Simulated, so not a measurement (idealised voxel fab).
The following is a process module called voxel transistor to metal.
Shown is cross-section cut, with a width of 290 nm and square cells of size 5 nm.
If you're reading a cross-section in this doc, picture square cells in a grid; it comes to you as bands, top ones listed first down to the bottom, and a band can be one or more rows of cells.
In this notation a band is specified by the heights of its top and bottom, in that order and in nm, after which its materials appear from left to right, each paired with its width in nm. The word "throughout" attached to a single material means that material fills the band from edge to edge; the word "air" stands for empty space.
Measure heights from 0. That's the level where, below it, the as-received wafer is all one material. The lowest band is bottomless and extends downward; write it as in "top 0, no bottom".
So if you see something like "30 to 40" for the width, read it as the top row of the band sitting at the first number and the bottom row at the second, with every row in between moving by the same amount as the last.
"nothing was modified" after a step means that no cell of the cross-section changed.
So "Closed cavities" is basically the list of trapped voids: any empty space of 8 cells or more that can't reach the top through an opening. They're written width x height at distance, the distance being from the left edge, and it's all nm.
after a step's settings: what the simulator itself notes on the step
"overlay nm" answers the question of how far to the right of plan the mask lay on a step that has a mask, and when it is negative the answer is to the left.
What follows is a series of pairs. Each pair shows a cross-section before one process step and the cross-section after it, and the after view is drawn only down to the lowest band that changed. Beneath each pair is the step that lies between the two, with its settings. Pairs may come from different runs of this module on the same starting wafer, so a pair continues from the one above it only where its entry headed "Before-step section" says so.
Before-step section
	top 35, bottom 30: 40 nm air, then 30 nm TiN, then 15 nm air, then 30 nm TiN, then 60 nm air, then 30 nm TiN, then 15 nm air, then 30 nm TiN, then 40 nm air
	top 30, bottom 25: 45 nm TiN, then 20 nm HfO2, then 5 nm TiN, then 15 nm air, then 5 nm TiN, then 20 nm HfO2, then 70 nm TiN, then 20 nm HfO2, then 5 nm TiN, then 15 nm air, then 5 nm TiN, then 20 nm HfO2, then 45 nm TiN
	top 25, bottom 20: 50 nm HfO2, then 10 nm SiN, then 5 nm HfO2, then 5 nm TiN, then 15 nm air, then 5 nm TiN, then 5 nm HfO2, then 10 nm SiN, then 80 nm HfO2, then 10 nm SiN, then 5 nm HfO2, then 5 nm TiN, then 15 nm air, then 5 nm TiN, then 5 nm HfO2, then 10 nm SiN, then 50 nm HfO2
	top 20, bottom 10: 50 nm SiO2, then 10 nm SiN, then 5 nm HfO2, then 5 nm TiN, then 15 nm air, then 5 nm TiN, then 5 nm HfO2, then 10 nm SiN, then 80 nm SiO2, then 10 nm SiN, then 5 nm HfO2, then 5 nm TiN, then 15 nm air, then 5 nm TiN, then 5 nm HfO2, then 10 nm SiN, then 50 nm SiO2
	top 10, bottom 5: 30 nm SiO2, then 20 nm pSi, then 10 nm SiN, then 5 nm HfO2, then 5 nm TiN, then 15 nm air, then 5 nm TiN, then 5 nm HfO2, then 10 nm SiN, then 20 nm pSi, then 40 nm SiO2, then 20 nm pSi, then 10 nm SiN, then 5 nm HfO2, then 5 nm TiN, then 15 nm air, then 5 nm TiN, then 5 nm HfO2, then 10 nm SiN, then 20 nm pSi, then 30 nm SiO2
	top 5, bottom 0: 25 nm SiO2, then 10 nm SiN, then 15 nm pSi, then 10 nm SiN, then 5 nm HfO2, then 25 nm TiN, then 5 nm HfO2, then 10 nm SiN, then 15 nm pSi, then 10 nm SiN, then 30 nm SiO2, then 10 nm SiN, then 15 nm pSi, then 10 nm SiN, then 5 nm HfO2, then 25 nm TiN, then 5 nm HfO2, then 10 nm SiN, then 15 nm pSi, then 10 nm SiN, then 25 nm SiO2
	top 0, bottom -5: 35 nm SiO2, then 15 nm pSi, then 10 nm SiO2, then 35 nm HfO2, then 10 nm SiO2, then 15 nm pSi, then 50 nm SiO2, then 15 nm pSi, then 10 nm SiO2, then 35 nm HfO2, then 10 nm SiO2, then 15 nm pSi, then 35 nm SiO2
	top -5, bottom -15: 30 nm SiO2, then 5 nm Si, then 15 nm pSi, then 55 nm Si, then 15 nm pSi, then 5 nm Si, then 40 nm SiO2, then 5 nm Si, then 15 nm pSi, then 55 nm Si, then 15 nm pSi, then 5 nm Si, then 30 nm SiO2
	top -15, bottom -40: 30 nm SiO2, then 95 nm Si, then 40 nm SiO2, then 95 nm Si, then 30 nm SiO2
	top -40, no bottom: Si throughout
	Closed cavities: none
As Processed
	top 45, bottom 35: W throughout
	top 35, bottom 30: 40 nm W, then 30 nm TiN, then 15 nm W, then 30 nm TiN, then 60 nm W, then 30 nm TiN, then 15 nm W, then 30 nm TiN, then 40 nm W
	top 30, bottom 25: 45 nm TiN, then 20 nm HfO2, then 5 nm TiN, then 15 nm W, then 5 nm TiN, then 20 nm HfO2, then 70 nm TiN, then 20 nm HfO2, then 5 nm TiN, then 15 nm W, then 5 nm TiN, then 20 nm HfO2, then 45 nm TiN
	top 25, bottom 20: 50 nm HfO2, then 10 nm SiN, then 5 nm HfO2, then 5 nm TiN, then 15 nm W, then 5 nm TiN, then 5 nm HfO2, then 10 nm SiN, then 80 nm HfO2, then 10 nm SiN, then 5 nm HfO2, then 5 nm TiN, then 15 nm W, then 5 nm TiN, then 5 nm HfO2, then 10 nm SiN, then 50 nm HfO2
	top 20, bottom 10: 50 nm SiO2, then 10 nm SiN, then 5 nm HfO2, then 5 nm TiN, then 15 nm W, then 5 nm TiN, then 5 nm HfO2, then 10 nm SiN, then 80 nm SiO2, then 10 nm SiN, then 5 nm HfO2, then 5 nm TiN, then 15 nm W, then 5 nm TiN, then 5 nm HfO2, then 10 nm SiN, then 50 nm SiO2
	top 10, bottom 5: 30 nm SiO2, then 20 nm pSi, then 10 nm SiN, then 5 nm HfO2, then 5 nm TiN, then 15 nm W, then 5 nm TiN, then 5 nm HfO2, then 10 nm SiN, then 20 nm pSi, then 40 nm SiO2, then 20 nm pSi, then 10 nm SiN, then 5 nm HfO2, then 5 nm TiN, then 15 nm W, then 5 nm TiN, then 5 nm HfO2, then 10 nm SiN, then 20 nm pSi, then 30 nm SiO2
	Below 5, no change.
	Closed cavities: none
The step carried out between the cross-section before it and the cross-section after it, both shown above, is FILL_DEP (material W; thk nm 10)
Before-step section: equal to the after panel directly above.
As Processed
	top 20, bottom 10: 50 nm SiO2, then 10 nm SiN, then 5 nm HfO2, then 5 nm TiN, then 15 nm W, then 5 nm TiN, then 5 nm HfO2, then 10 nm SiN, then 80 nm SiO2, then 10 nm SiN, then 5 nm HfO2, then 5 nm TiN, then 15 nm W, then 5 nm TiN, then 5 nm HfO2, then 10 nm SiN, then 50 nm SiO2
	Below 10, no change.
	Closed cavities: none
The step carried out between the cross-section before it and the cross-section after it, both shown above, is CMP (height nm 20)
Before-step section: equal to the after panel directly above.
As Processed
	top 30, bottom 20: SiO2 throughout
	Below 20, no change.
	Closed cavities: none
The step carried out between the cross-section before it and the cross-section after it, both shown above, is DIRECTIONAL_DEP (material SiO2; thk nm 10)
Before-step section: equal to the after panel directly above.
As Processed
	top 45, bottom 30: aC throughout
	Below 30, no change.
	Closed cavities: none
The step carried out between the cross-section before it and the cross-section after it, both shown above, is DIRECTIONAL_DEP (material aC; thk nm 15)
Before-step section: equal to the after panel directly above.
As Processed
	top 80, bottom 45: 30 nm resist, then 20 nm air, then 55 nm resist, then 20 nm air, then 40 nm resist, then 20 nm air, then 55 nm resist, then 20 nm air, then 30 nm resist
	Below 45, no change.
	Closed cavities: none
The step carried out between the cross-section before it and the cross-section after it, both shown above, is PATTERN (tone open; mask id CONTACT; material resist; width nm 20; thk nm 35; overlay nm 0)
Before-step section: equal to the after panel directly above.
As Processed
	top 65, bottom 45: 30 nm resist, then 20 nm air, then 55 nm resist, then 20 nm air, then 40 nm resist, then 20 nm air, then 55 nm resist, then 20 nm air, then 30 nm resist
	top 45, bottom 30: 30 nm aC, then 20 nm air, then 55 nm aC, then 20 nm air, then 40 nm aC, then 20 nm air, then 55 nm aC, then 20 nm air, then 30 nm aC
	Below 30, no change.
	Closed cavities: none
The step carried out between the cross-section before it and the cross-section after it, both shown above, is DIRECTIONAL_ETCH (etch materials aC; depth nm 15)
Before-step section: equal to the after panel directly above.
As Processed
	top 45, bottom 30: 30 nm aC, then 20 nm air, then 55 nm aC, then 20 nm air, then 40 nm aC, then 20 nm air, then 55 nm aC, then 20 nm air, then 30 nm aC
	Below 30, no change.
	Closed cavities: none
The step carried out between the cross-section before it and the cross-section after it, both shown above, is STRIP (etch materials resist)
Before-step section: equal to the after panel directly above.
As Processed
	top 45, bottom 30: 30 nm aC, then 20 nm air, then 55 nm aC, then 20 nm air, then 40 nm aC, then 20 nm air, then 55 nm aC, then 20 nm air, then 30 nm aC
	top 30, bottom 20: 30 nm SiO2, then 20 nm air, then 55 nm SiO2, then 20 nm air, then 40 nm SiO2, then 20 nm air, then 55 nm SiO2, then 20 nm air, then 30 nm SiO2
	top 20, bottom 10: 30 nm SiO2, then 20 nm air, then 10 nm SiN, then 5 nm HfO2, then 5 nm TiN, then 15 nm W, then 5 nm TiN, then 5 nm HfO2, then 10 nm SiN, then 20 nm air, then 40 nm SiO2, then 20 nm air, then 10 nm SiN, then 5 nm HfO2, then 5 nm TiN, then 15 nm W, then 5 nm TiN, then 5 nm HfO2, then 10 nm SiN, then 20 nm air, then 30 nm SiO2
	Below 10, no change.
	Closed cavities: none
The step carried out between the cross-section before it and the cross-section after it, both shown above, is DIRECTIONAL_ETCH (etch materials SiO2; depth nm 20)
Before-step section: equal to the after panel directly above.
As Processed
	top 30, bottom 20: 30 nm SiO2, then 20 nm air, then 55 nm SiO2, then 20 nm air, then 40 nm SiO2, then 20 nm air, then 55 nm SiO2, then 20 nm air, then 30 nm SiO2
	Below 20, no change.
	Closed cavities: none
The step carried out between the cross-section before it and the cross-section after it, both shown above, is STRIP (etch materials aC)
Before-step section: equal to the after panel directly above.
As Processed
	top 35, bottom 30: 35 nm TiN, then 10 nm air, then 65 nm TiN, then 10 nm air, then 50 nm TiN, then 10 nm air, then 65 nm TiN, then 10 nm air, then 35 nm TiN
	top 30, bottom 20: 30 nm SiO2, then 5 nm TiN, then 10 nm air, then 5 nm TiN, then 55 nm SiO2, then 5 nm TiN, then 10 nm air, then 5 nm TiN, then 40 nm SiO2, then 5 nm TiN, then 10 nm air, then 5 nm TiN, then 55 nm SiO2, then 5 nm TiN, then 10 nm air, then 5 nm TiN, then 30 nm SiO2
	top 20, bottom 15: 30 nm SiO2, then 5 nm TiN, then 10 nm air, then 5 nm TiN, then 10 nm SiN, then 5 nm HfO2, then 5 nm TiN, then 15 nm W, then 5 nm TiN, then 5 nm HfO2, then 10 nm SiN, then 5 nm TiN, then 10 nm air, then 5 nm TiN, then 40 nm SiO2, then 5 nm TiN, then 10 nm air, then 5 nm TiN, then 10 nm SiN, then 5 nm HfO2, then 5 nm TiN, then 15 nm W, then 5 nm TiN, then 5 nm HfO2, then 10 nm SiN, then 5 nm TiN, then 10 nm air, then 5 nm TiN, then 30 nm SiO2
	top 15, bottom 10: 30 nm SiO2, then 20 nm TiN, then 10 nm SiN, then 5 nm HfO2, then 5 nm TiN, then 15 nm W, then 5 nm TiN, then 5 nm HfO2, then 10 nm SiN, then 20 nm TiN, then 40 nm SiO2, then 20 nm TiN, then 10 nm SiN, then 5 nm HfO2, then 5 nm TiN, then 15 nm W, then 5 nm TiN, then 5 nm HfO2, then 10 nm SiN, then 20 nm TiN, then 30 nm SiO2
	Below 10, no change.
	Closed cavities: none
The step carried out between the cross-section before it and the cross-section after it, both shown above, is CONFORMAL_DEP (material TiN; thk nm 5)
Before-step section: equal to the after panel directly above.
As Processed
	top 40, bottom 35: Ru throughout
	top 35, bottom 30: 35 nm TiN, then 10 nm Ru, then 65 nm TiN, then 10 nm Ru, then 50 nm TiN, then 10 nm Ru, then 65 nm TiN, then 10 nm Ru, then 35 nm TiN
	top 30, bottom 20: 30 nm SiO2, then 5 nm TiN, then 10 nm Ru, then 5 nm TiN, then 55 nm SiO2, then 5 nm TiN, then 10 nm Ru, then 5 nm TiN, then 40 nm SiO2, then 5 nm TiN, then 10 nm Ru, then 5 nm TiN, then 55 nm SiO2, then 5 nm TiN, then 10 nm Ru, then 5 nm TiN, then 30 nm SiO2
	top 20, bottom 15: 30 nm SiO2, then 5 nm TiN, then 10 nm Ru, then 5 nm TiN, then 10 nm SiN, then 5 nm HfO2, then 5 nm TiN, then 15 nm W, then 5 nm TiN, then 5 nm HfO2, then 10 nm SiN, then 5 nm TiN, then 10 nm Ru, then 5 nm TiN, then 40 nm SiO2, then 5 nm TiN, then 10 nm Ru, then 5 nm TiN, then 10 nm SiN, then 5 nm HfO2, then 5 nm TiN, then 15 nm W, then 5 nm TiN, then 5 nm HfO2, then 10 nm SiN, then 5 nm TiN, then 10 nm Ru, then 5 nm TiN, then 30 nm SiO2
	Below 15, no change.
	Closed cavities: none
The step carried out between the cross-section before it and the cross-section after it, both shown above, is FILL_DEP (material Ru; thk nm 5)
Before-step section: equal to the after panel directly above.
As Processed
	top 30, bottom 20: 30 nm SiO2, then 5 nm TiN, then 10 nm Ru, then 5 nm TiN, then 55 nm SiO2, then 5 nm TiN, then 10 nm Ru, then 5 nm TiN, then 40 nm SiO2, then 5 nm TiN, then 10 nm Ru, then 5 nm TiN, then 55 nm SiO2, then 5 nm TiN, then 10 nm Ru, then 5 nm TiN, then 30 nm SiO2
	Below 20, no change.
	Closed cavities: none
The step carried out between the cross-section before it and the cross-section after it, both shown above, is CMP (height nm 30)
Before-step section: equal to the after panel directly above.
As Processed
	top 35, bottom 30: TiN throughout
	Below 30, no change.
	Closed cavities: none
The step carried out between the cross-section before it and the cross-section after it, both shown above, is DIRECTIONAL_DEP (material TiN; thk nm 5)
Before-step section: equal to the after panel directly above.
As Processed
	top 55, bottom 35: W throughout
	Below 35, no change.
	Closed cavities: none
The step carried out between the cross-section before it and the cross-section after it, both shown above, is DIRECTIONAL_DEP (material W; thk nm 20)
Before-step section: equal to the after panel directly above.
As Processed
	top 65, bottom 55: aC throughout
	Below 55, no change.
	Closed cavities: none
The step carried out between the cross-section before it and the cross-section after it, both shown above, is DIRECTIONAL_DEP (material aC; thk nm 10)
Before-step section: equal to the after panel directly above.
As Processed
	top 90, bottom 65: 30 nm air, then 20 nm resist, then 55 nm air, then 20 nm resist, then 40 nm air, then 20 nm resist, then 55 nm air, then 20 nm resist, then 30 nm air
	Below 65, no change.
	Closed cavities: none
The step carried out between the cross-section before it and the cross-section after it, both shown above, is PATTERN (tone cover; mask id METAL_1; material resist; width nm 20; thk nm 25; overlay nm 0)
Before-step section: equal to the after panel directly above.
As Processed
	top 80, bottom 65: 30 nm air, then 20 nm resist, then 55 nm air, then 20 nm resist, then 40 nm air, then 20 nm resist, then 55 nm air, then 20 nm resist, then 30 nm air
	top 65, bottom 55: 30 nm air, then 20 nm aC, then 55 nm air, then 20 nm aC, then 40 nm air, then 20 nm aC, then 55 nm air, then 20 nm aC, then 30 nm air
	Below 55, no change.
	Closed cavities: none
The step carried out between the cross-section before it and the cross-section after it, both shown above, is DIRECTIONAL_ETCH (etch materials aC; depth nm 10)
Before-step section: equal to the after panel directly above.
As Processed
	top 65, bottom 55: 30 nm air, then 20 nm aC, then 55 nm air, then 20 nm aC, then 40 nm air, then 20 nm aC, then 55 nm air, then 20 nm aC, then 30 nm air
	Below 55, no change.
	Closed cavities: none
The step carried out between the cross-section before it and the cross-section after it, both shown above, is STRIP (etch materials resist)
Before-step section: equal to the after panel directly above.
As Processed
	top 65, bottom 55: 30 nm air, then 20 nm aC, then 55 nm air, then 20 nm aC, then 40 nm air, then 20 nm aC, then 55 nm air, then 20 nm aC, then 30 nm air
	top 55, bottom 35: 30 nm air, then 20 nm W, then 55 nm air, then 20 nm W, then 40 nm air, then 20 nm W, then 55 nm air, then 20 nm W, then 30 nm air
	Below 35, no change.
	Closed cavities: none
The step carried out between the cross-section before it and the cross-section after it, both shown above, is DIRECTIONAL_ETCH (etch materials W; depth nm 20)
Before-step section: equal to the after panel directly above.
As Processed
	top 65, bottom 55: 30 nm air, then 20 nm aC, then 55 nm air, then 20 nm aC, then 40 nm air, then 20 nm aC, then 55 nm air, then 20 nm aC, then 30 nm air
	top 55, bottom 35: 30 nm air, then 20 nm W, then 55 nm air, then 20 nm W, then 40 nm air, then 20 nm W, then 55 nm air, then 20 nm W, then 30 nm air
	top 35, bottom 30: 30 nm air, then 20 nm TiN, then 55 nm air, then 20 nm TiN, then 40 nm air, then 20 nm TiN, then 55 nm air, then 20 nm TiN, then 30 nm air
	Below 30, no change.
	Closed cavities: none
The step carried out between the cross-section before it and the cross-section after it, both shown above, is DIRECTIONAL_ETCH (etch materials TiN; depth nm 5)
Before-step section: equal to the after panel directly above.
As Processed
	top 55, bottom 35: 30 nm air, then 20 nm W, then 55 nm air, then 20 nm W, then 40 nm air, then 20 nm W, then 55 nm air, then 20 nm W, then 30 nm air
	Below 35, no change.
	Closed cavities: none
The step carried out between the cross-section before it and the cross-section after it, both shown above, is STRIP (etch materials aC)
Before-step section: equal to the after panel directly above.
As Processed
	top 65, bottom 55: lowk throughout
	top 55, bottom 35: 30 nm lowk, then 20 nm W, then 55 nm lowk, then 20 nm W, then 40 nm lowk, then 20 nm W, then 55 nm lowk, then 20 nm W, then 30 nm lowk
	top 35, bottom 30: 30 nm lowk, then 20 nm TiN, then 55 nm lowk, then 20 nm TiN, then 40 nm lowk, then 20 nm TiN, then 55 nm lowk, then 20 nm TiN, then 30 nm lowk
	Below 30, no change.
	Closed cavities: none
The step carried out between the cross-section before it and the cross-section after it, both shown above, is FILL_DEP (material lowk; thk nm 10)
Before-step section: equal to the after panel directly above.
As Processed
	top 55, bottom 35: 30 nm lowk, then 20 nm W, then 55 nm lowk, then 20 nm W, then 40 nm lowk, then 20 nm W, then 55 nm lowk, then 20 nm W, then 30 nm lowk
	Below 35, no change.
	Closed cavities: none
The step carried out between the cross-section before it and the cross-section after it, both shown above, is CMP (height nm 55)
Before-step section: equal to the after panel directly above.
As Processed
	top 60, bottom 55: SiCN throughout
	Below 55, no change.
	Closed cavities: none
The step carried out between the cross-section before it and the cross-section after it, both shown above, is CONFORMAL_DEP (material SiCN; thk nm 5)
Before-step section: equal to the after panel directly above.
As Processed
	top 95, bottom 60: SiO2 throughout
	Below 60, no change.
	Closed cavities: none
The step carried out between the cross-section before it and the cross-section after it, both shown above, is DIRECTIONAL_DEP (material SiO2; thk nm 35)
Before-step section: equal to the after panel directly above.
As Processed
	top 95, bottom 60: 30 nm SiO2, then 15 nm air, then 120 nm SiO2, then 15 nm air, then 110 nm SiO2
	Below 60, no change.
	Closed cavities: none
The step carried out between the cross-section before it and the cross-section after it, both shown above, is MASKED_ETCH (tone open; mask id METAL_2_HOLES; width nm 15; pitch nm 135; etch materials SiO2; depth nm 35; overlay nm 0)
Before-step section: equal to the after panel directly above.
As Processed
	top 105, bottom 95: 30 nm aC, then 15 nm air, then 120 nm aC, then 15 nm air, then 110 nm aC
	top 95, bottom 70: 30 nm SiO2, then 15 nm air, then 120 nm SiO2, then 15 nm air, then 110 nm SiO2
	top 70, bottom 60: 30 nm SiO2, then 15 nm aC, then 120 nm SiO2, then 15 nm aC, then 110 nm SiO2
	Below 60, no change.
	Closed cavities: none
The step carried out between the cross-section before it and the cross-section after it, both shown above, is DIRECTIONAL_DEP (material aC; thk nm 10)
Before-step section: equal to the after panel directly above.
As Processed
	top 130, bottom 105: 30 nm resist, then 20 nm air, then 115 nm resist, then 20 nm air, then 105 nm resist
	Below 105, no change.
	Closed cavities: none
The step carried out between the cross-section before it and the cross-section after it, both shown above, is PATTERN (tone open; mask id METAL_2; material resist; width nm 20; pitch nm 135; thk nm 25; overlay nm 0)
Before-step section: equal to the after panel directly above.
As Processed
	top 120, bottom 105: 30 nm resist, then 20 nm air, then 115 nm resist, then 20 nm air, then 105 nm resist
	top 105, bottom 95: 30 nm aC, then 20 nm air, then 115 nm aC, then 20 nm air, then 105 nm aC
	top 95, bottom 60: 30 nm SiO2, then 15 nm air, then 120 nm SiO2, then 15 nm air, then 110 nm SiO2
	Below 60, no change.
	Closed cavities: none
The step carried out between the cross-section before it and the cross-section after it, both shown above, is DIRECTIONAL_ETCH (etch materials aC; depth nm 10)
Before-step section: equal to the after panel directly above.
As Processed
	top 105, bottom 95: 30 nm aC, then 20 nm air, then 115 nm aC, then 20 nm air, then 105 nm aC
	Below 95, no change.
	Closed cavities: none
The step carried out between the cross-section before it and the cross-section after it, both shown above, is STRIP (etch materials resist)
Before-step section: equal to the after panel directly above.
As Processed
	top 105, bottom 95: 30 nm aC, then 20 nm air, then 115 nm aC, then 20 nm air, then 105 nm aC
	top 95, bottom 75: 30 nm SiO2, then 20 nm air, then 115 nm SiO2, then 20 nm air, then 105 nm SiO2
	Below 75, no change.
	Closed cavities: none
The step carried out between the cross-section before it and the cross-section after it, both shown above, is DIRECTIONAL_ETCH (etch materials SiO2; depth nm 20)
Before-step section: equal to the after panel directly above.
As Processed
	top 105, bottom 95: 30 nm aC, then 20 nm air, then 115 nm aC, then 20 nm air, then 105 nm aC
	top 95, bottom 75: 30 nm SiO2, then 20 nm air, then 115 nm SiO2, then 20 nm air, then 105 nm SiO2
	top 75, bottom 60: 30 nm SiO2, then 15 nm air, then 120 nm SiO2, then 15 nm air, then 110 nm SiO2
	top 60, bottom 55: 30 nm SiCN, then 15 nm air, then 120 nm SiCN, then 15 nm air, then 110 nm SiCN
	Below 55, no change.
	Closed cavities: none
The step carried out between the cross-section before it and the cross-section after it, both shown above, is DIRECTIONAL_ETCH (etch materials SiCN; depth nm 5)
Before-step section: equal to the after panel directly above.
As Processed
	top 95, bottom 75: 30 nm SiO2, then 20 nm air, then 115 nm SiO2, then 20 nm air, then 105 nm SiO2
	Below 75, no change.
	Closed cavities: none
The step carried out between the cross-section before it and the cross-section after it, both shown above, is STRIP (etch materials aC)
Before-step section: equal to the after panel directly above.
As Processed
	top 100, bottom 95: 35 nm TiN, then 10 nm air, then 125 nm TiN, then 10 nm air, then 110 nm TiN
	top 95, bottom 80: 30 nm SiO2, then 5 nm TiN, then 10 nm air, then 5 nm TiN, then 115 nm SiO2, then 5 nm TiN, then 10 nm air, then 5 nm TiN, then 105 nm SiO2
	top 80, bottom 75: 30 nm SiO2, then 5 nm TiN, then 5 nm air, then 10 nm TiN, then 115 nm SiO2, then 5 nm TiN, then 5 nm air, then 10 nm TiN, then 105 nm SiO2
	top 75, bottom 60: 30 nm SiO2, then 5 nm TiN, then 5 nm air, then 5 nm TiN, then 120 nm SiO2, then 5 nm TiN, then 5 nm air, then 5 nm TiN, then 110 nm SiO2
	top 60, bottom 55: 30 nm SiCN, then 15 nm TiN, then 120 nm SiCN, then 15 nm TiN, then 110 nm SiCN
	Below 55, no change.
	Closed cavities: none
The step carried out between the cross-section before it and the cross-section after it, both shown above, is CONFORMAL_DEP (material TiN; thk nm 5)
Before-step section: equal to the after panel directly above.
As Processed
	top 110, bottom 100: Cu throughout
	top 100, bottom 95: 35 nm TiN, then 10 nm Cu, then 125 nm TiN, then 10 nm Cu, then 110 nm TiN
	top 95, bottom 80: 30 nm SiO2, then 5 nm TiN, then 10 nm Cu, then 5 nm TiN, then 115 nm SiO2, then 5 nm TiN, then 10 nm Cu, then 5 nm TiN, then 105 nm SiO2
	top 80, bottom 75: 30 nm SiO2, then 5 nm TiN, then 5 nm Cu, then 10 nm TiN, then 115 nm SiO2, then 5 nm TiN, then 5 nm Cu, then 10 nm TiN, then 105 nm SiO2
	top 75, bottom 60: 30 nm SiO2, then 5 nm TiN, then 5 nm Cu, then 5 nm TiN, then 120 nm SiO2, then 5 nm TiN, then 5 nm Cu, then 5 nm TiN, then 110 nm SiO2
	Below 60, no change.
	Closed cavities: none
The step carried out between the cross-section before it and the cross-section after it, both shown above, is FILL_DEP (material Cu; thk nm 10)
Before-step section: equal to the after panel directly above.
As Processed
	top 95, bottom 80: 30 nm SiO2, then 5 nm TiN, then 10 nm Cu, then 5 nm TiN, then 115 nm SiO2, then 5 nm TiN, then 10 nm Cu, then 5 nm TiN, then 105 nm SiO2
	Below 80, no change.
	Closed cavities: none
The step carried out between the cross-section before it and the cross-section after it, both shown above, is CMP (height nm 95)
Before-step section: equal to the after panel directly above.
As Processed
	top 100, bottom 95: SiN throughout
	Below 95, no change.
	Closed cavities: none
The step carried out between the cross-section before it and the cross-section after it, both shown above, is CONFORMAL_DEP (material SiN; thk nm 5)
Before-step section
	top 0, no bottom: Si throughout
	Closed cavities: none
As Processed
	top 15, bottom 0: SiN throughout
	Below 0, no change.
	Closed cavities: none
The step carried out between the cross-section before it and the cross-section after it, both shown above, is CONFORMAL_DEP (material SiN; thk nm 15)
Before-step section: equal to the after panel directly above.
As Processed
	top 25, bottom 15: aC throughout
	Below 15, no change.
	Closed cavities: none
The step carried out between the cross-section before it and the cross-section after it, both shown above, is DIRECTIONAL_DEP (material aC; thk nm 10)
Before-step section: equal to the after panel directly above.
As Processed
	top 55, bottom 25: 25 nm air, then 105 nm resist, then 30 nm air, then 105 nm resist, then 25 nm air
	Below 25, no change.
	Closed cavities: none
The step carried out between the cross-section before it and the cross-section after it, both shown above, is PATTERN (tone cover; mask id ACTIVE; material resist; width nm 105; pitch nm 135; thk nm 30; overlay nm 0)
Before-step section: equal to the after panel directly above.
As Processed
	top 45, bottom 25: 25 nm air, then 105 nm resist, then 30 nm air, then 105 nm resist, then 25 nm air
	top 25, bottom 15: 25 nm air, then 105 nm aC, then 30 nm air, then 105 nm aC, then 25 nm air
	Below 15, no change.
	Closed cavities: none
The step carried out between the cross-section before it and the cross-section after it, both shown above, is DIRECTIONAL_ETCH (etch materials aC; depth nm 10)
Before-step section: equal to the after panel directly above.
As Processed
	top 25, bottom 15: 25 nm air, then 105 nm aC, then 30 nm air, then 105 nm aC, then 25 nm air
	Below 15, no change.
	Closed cavities: none
The step carried out between the cross-section before it and the cross-section after it, both shown above, is STRIP (etch materials resist)
Before-step section: equal to the after panel directly above.
As Processed
	top 25, bottom 15: 25 nm air, then 105 nm aC, then 30 nm air, then 105 nm aC, then 25 nm air
	top 15, bottom 0: 25 nm air, then 105 nm SiN, then 30 nm air, then 105 nm SiN, then 25 nm air
	Below 0, no change.
	Closed cavities: none
The step carried out between the cross-section before it and the cross-section after it, both shown above, is DIRECTIONAL_ETCH (etch materials SiN; depth nm 15)
Before-step section: equal to the after panel directly above.
As Processed
	top 25, bottom 15: 25 nm air, then 105 nm aC, then 30 nm air, then 105 nm aC, then 25 nm air
	top 15, bottom 0: 25 nm air, then 105 nm SiN, then 30 nm air, then 105 nm SiN, then 25 nm air
	top 0, bottom -35: 25 nm air, then 105 nm Si, then 30 nm air, then 105 nm Si, then 25 nm air
	Below -35, no change.
	Closed cavities: none
The step carried out between the cross-section before it and the cross-section after it, both shown above, is DIRECTIONAL_ETCH (etch materials Si; depth nm 35)
Before-step section: equal to the after panel directly above.
As Processed
	top 15, bottom 0: 25 nm air, then 105 nm SiN, then 30 nm air, then 105 nm SiN, then 25 nm air
	Below 0, no change.
	Closed cavities: none
The step carried out between the cross-section before it and the cross-section after it, both shown above, is STRIP (etch materials aC)
Before-step section: equal to the after panel directly above.
As Processed
	top 15, bottom 0: 25 nm air, then 105 nm SiN, then 30 nm air, then 105 nm SiN, then 25 nm air
	top 0, bottom -35: 25 nm air, then 5 nm SiO2, then 95 nm Si, then 5 nm SiO2, then 30 nm air, then 5 nm SiO2, then 95 nm Si, then 5 nm SiO2, then 25 nm air
	top -35, bottom -40: 30 nm SiO2, then 95 nm Si, then 40 nm SiO2, then 95 nm Si, then 30 nm SiO2
	Below -40, no change.
	Closed cavities: none
The step carried out between the cross-section before it and the cross-section after it, both shown above, is OXIDIZE (depth nm 5)
Before-step section: equal to the after panel directly above.
As Processed
	top 30, bottom 15: SiO2 throughout
	top 15, bottom 0: 25 nm SiO2, then 105 nm SiN, then 30 nm SiO2, then 105 nm SiN, then 25 nm SiO2
	top 0, bottom -40: 30 nm SiO2, then 95 nm Si, then 40 nm SiO2, then 95 nm Si, then 30 nm SiO2
	Below -40, no change.
	Closed cavities: none
The step carried out between the cross-section before it and the cross-section after it, both shown above, is FILL_DEP (material SiO2; thk nm 15)
Before-step section: equal to the after panel directly above.
As Processed
	top 20, bottom 15: SiO2 throughout
	Below 15, no change.
	Closed cavities: none
The step carried out between the cross-section before it and the cross-section after it, both shown above, is CMP (height nm 20)
Before-step section: equal to the after panel directly above.
As Processed
	top 15, bottom 10: 25 nm air, then 105 nm SiN, then 30 nm air, then 105 nm SiN, then 25 nm air
	Below 10, no change.
	Closed cavities: none
The step carried out between the cross-section before it and the cross-section after it, both shown above, is SELECTIVE_ETCH (etch materials SiO2; depth nm 10)
Before-step section: equal to the after panel directly above.
As Processed
	top 10, bottom 0: 25 nm SiO2, then 105 nm air, then 30 nm SiO2, then 105 nm air, then 25 nm SiO2
	Below 0, no change.
	Closed cavities: none
The step carried out between the cross-section before it and the cross-section after it, both shown above, is STRIP (etch materials SiN)
Before-step section: equal to the after panel directly above.
As Processed
	top 5, bottom 0: 20 nm SiO2, then 115 nm air, then 20 nm SiO2, then 115 nm air, then 20 nm SiO2
	top 0, bottom -5: 20 nm SiO2, then 10 nm air, then 95 nm Si, then 10 nm air, then 20 nm SiO2, then 10 nm air, then 95 nm Si, then 10 nm air, then 20 nm SiO2
	Below -5, no change.
	Closed cavities: none
The step carried out between the cross-section before it and the cross-section after it, both shown above, is SELECTIVE_ETCH (etch materials SiO2; depth nm 5)
Before-step section: equal to the after panel directly above.
As Processed
	top 5, bottom 0: 20 nm SiO2, then 115 nm air, then 20 nm SiO2, then 115 nm air, then 20 nm SiO2
	top 0, bottom -5: 20 nm SiO2, then 10 nm air, then 95 nm SiO2, then 10 nm air, then 20 nm SiO2, then 10 nm air, then 95 nm SiO2, then 10 nm air, then 20 nm SiO2
	top -5, bottom -10: 35 nm SiO2, then 85 nm Si, then 50 nm SiO2, then 85 nm Si, then 35 nm SiO2
	Below -10, no change.
	Closed cavities: none
The step carried out between the cross-section before it and the cross-section after it, both shown above, is OXIDIZE (depth nm 5)
